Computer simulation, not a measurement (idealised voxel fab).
The name of this process module is voxel double patterning.
In the cross-section labelled cut, the width is 215 nm and each square cell is 5 nm.
In this document a cross-section is written as a grid of square cells. It is given as a series of bands, listed from the top down, and a band is one or more rows of cells.
Top height, bottom height, nm. Materials left to right, width each, nm. Single material + "full width" = fills band edge to edge. "blank" = empty.
Basically, 0 is our baseline, since under it the wafer straight out of the box is all one material. The bottom band has no lower end and keeps on going down, so it looks like "0..down".
The expression "30..40" gives the width at the extremes of the band, the first number at its top row of cells and the second at its bottom row, with the width changing by equal amounts from each row to the next in between.
Key: "nothing was modified" - step with no changed cell in the cross-section.
"Sealed void inventory" enumerates empty spaces isolated from the top, with no open way to it, that contain at least 8 cells, giving each as width x height at distance from the left edge, all three in nm.
It should be noted that, on the line of a given step, the content following the step's settings is a remark produced by the simulator itself with respect to that step.
The line of a step may include "overlay nm". On a step with a mask, this value is how far to the right of its planned place the mask lay. A negative value means the mask lay to the left.
[Listed below are the process steps as planned]
| 1 | RECEIVE [material Si] |
| 2 | CONFORMAL_DEP [material SiO2] [thk nm 10] |
| 3 | DIRECTIONAL_DEP [material polySi] [thk nm 10] |
| 4 | DIRECTIONAL_DEP [material SiCN] [thk nm 10] |
| 5 | PATTERN [tone open] [mask id FIRST] [material resist] [width nm 15] [pitch nm 50] [thk nm 15] [overlay nm 0] |
| 6 | DIRECTIONAL_ETCH [etch materials SiCN] [depth nm 10] |
| 7 | STRIP [etch materials resist] |
| 8 | DIRECTIONAL_DEP [material aC] [thk nm 10] |
| 9 | PATTERN [tone open] [mask id SECOND] [material resist] [width nm 15] [pitch nm 50] [thk nm 30] [overlay nm 0] |
| 10 | DIRECTIONAL_ETCH [etch materials aC] [depth nm 10] |
| 11 | STRIP [etch materials resist] |
| 12 | DIRECTIONAL_ETCH [etch materials SiCN] [depth nm 10] |
| 13 | STRIP [etch materials aC] |
| 14 | DIRECTIONAL_ETCH [etch materials polySi] [depth nm 10] |
| 15 | STRIP [etch materials SiCN] |
[Cross-sectional view of the wafer in its as-received condition, corresponding to the state after step 1]
> 0..down  Si full width
> Sealed void inventory: none
[First of two wafers at the end of the module, shown in cross-section; run carried out as planned]
> 20..10  polySi: 50, then blank: 15, then polySi: 10, then blank: 15, then polySi: 10, then blank: 15, then polySi: 10, then blank: 15, then polySi: 10, then blank: 15, then polySi: 50
> 10..0  SiO2 full width
> 0..down  Si full width
> Sealed void inventory: none
[Cross-section of the latter of the two wafers at module completion. It had an identical start and an identical plan to the former; in running it, one mistake was made]
> 20..10  polySi: 45, then blank: 25, then polySi: 5, then blank: 15, then polySi: 5, then blank: 25, then polySi: 5, then blank: 15, then polySi: 5, then blank: 25, then polySi: 45
> 10..0  SiO2 full width
> 0..down  Si full width
> Sealed void inventory: none
Diagnosis: step 5 did not use the planned setting and instead ran as PATTERN [tone open] [mask id FIRST] [material resist] [width nm 25] [pitch nm 50] [thk nm 15] [overlay nm 0]
Per the end-of-run cell counts, the second wafer holds more or fewer of some materials than the first: polySi: 12 fewer
